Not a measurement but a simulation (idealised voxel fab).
The following is a process module called voxel ribs on slabs.
The width of the displayed cross-section, cut, is 270 nm; its cells are square, with a size of 5 nm.
For the purposes of this document, a cross-section shall be understood as a grid of square cells, specified as bands listed in top-to-bottom order, each band consisting of one or more rows of cells.
Band: top and bottom heights (nm) first, top before bottom; then materials from left to right, widths in nm. "everywhere" marks a sole material filling the band edge to edge. "air" denotes empty space.
Height 0 is the level under which the wafer as received is all one material. The lowest band goes on downwards, as in "0 nm and below".
A width such as "30->40" changes by the same amount from each row of cells to the next, from the band's top row to its bottom row.
What does "same as before" mean for a step? It means no cell of the cross-section changed in that step.
Each empty space that has no open way to the top and spans at least 8 cells appears under "Trapped cavities" as width x height at distance, the distance counted from the left edge, all in nm.
Past the settings on a step's line: simulator remark, on that step.
overlay nm: on a step with a mask, how far right of its planned place the mask lay; negative means left.
**Planned step list for the process**
- 1: RECEIVE with material Si
- 2: DIRECTIONAL_DEP with material SiO2, thk nm 30
- 3: DIRECTIONAL_DEP with material polySi, thk nm 20
- 4: PATTERN with tone cover, mask id RIB, material resist, width nm 30, thk nm 20, overlay nm 0
- 5: DIRECTIONAL_ETCH with etch materials polySi, depth nm 10
- 6: STRIP with etch materials resist
- 7: MASKED_ETCH with tone cover, mask id SLAB, width nm 60, etch materials polySi, depth nm 10, overlay nm 0
- 8: FILL_DEP with material SiO2, thk nm 20
- 9: CMP with height nm 60
- 10: DIRECTIONAL_DEP with material W, thk nm 5
- 11: MASKED_ETCH with tone cover, mask id HEATER, width nm 40, etch materials W, depth nm 5, overlay nm 0
- 12: CONFORMAL_DEP with material SiO2, thk nm 5
**The first of a set of two wafers, run to plan**
**Received-state cross-section, reflecting completion of step 1**
    0 nm and below = Si everywhere
    Trapped cavities: none
**Cross-section: wafer state after step 2**
    30 nm to 0 nm = SiO2 everywhere
    Below 0 it's all the same as before, nothing changed down there.
**Cross-section: wafer state after step 3**
    50 nm to 30 nm = polySi everywhere
    Below 30 it's all the same as before, nothing changed down there.
**Cross-section: wafer state after step 4**
    70 nm to 50 nm = air (120) | resist (30) | air (120)
    Below 50 it's all the same as before, nothing changed down there.
**Cross-section: wafer state after step 5**
    70 nm to 50 nm = air (120) | resist (30) | air (120)
    50 nm to 40 nm = air (120) | polySi (30) | air (120)
    Below 40 it's all the same as before, nothing changed down there.
**Cross-section: wafer state after step 6**
    50 nm to 40 nm = air (120) | polySi (30) | air (120)
    Below 40 it's all the same as before, nothing changed down there.
**Cross-section: wafer state after step 7**
    50 nm to 40 nm = air (120) | polySi (30) | air (120)
    40 nm to 30 nm = air (105) | polySi (60) | air (105)
    Below 30 it's all the same as before, nothing changed down there.
**Cross-section: wafer state after step 8**
    70 nm to 50 nm = SiO2 everywhere
    50 nm to 40 nm = SiO2 (120) | polySi (30) | SiO2 (120)
    40 nm to 30 nm = SiO2 (105) | polySi (60) | SiO2 (105)
    Below 30 it's all the same as before, nothing changed down there.
**Cross-section: wafer state after step 9**
    60 nm to 50 nm = SiO2 everywhere
    Below 50 it's all the same as before, nothing changed down there.
**Cross-section: wafer state after step 10**
    65 nm to 60 nm = W everywhere
    Below 60 it's all the same as before, nothing changed down there.
**Cross-section: wafer state after step 11**
    65 nm to 60 nm = air (115) | W (40) | air (115)
    Below 60 it's all the same as before, nothing changed down there.
**Cross-section: wafer state after step 12**
    70 nm to 65 nm = air (110) | SiO2 (50) | air (110)
    65 nm to 60 nm = SiO2 (115) | W (40) | SiO2 (115)
    Below 60 it's all the same as before, nothing changed down there.
**Companion wafer, the second of two: same beginning, same intended sequence, one mistake in carrying it out; through step 11 inclusive it tracks the first exactly**
Cross-sectional representation of the second wafer at the time designated in the plan for the completion of step 12: same as before
Short version of what went wrong: step 12 of the plan got skipped, so it never ran
Upon completion, the second wafer contains, in terms of cells, a greater or smaller amount of certain materials than the first wafer: 56 fewer of SiO2
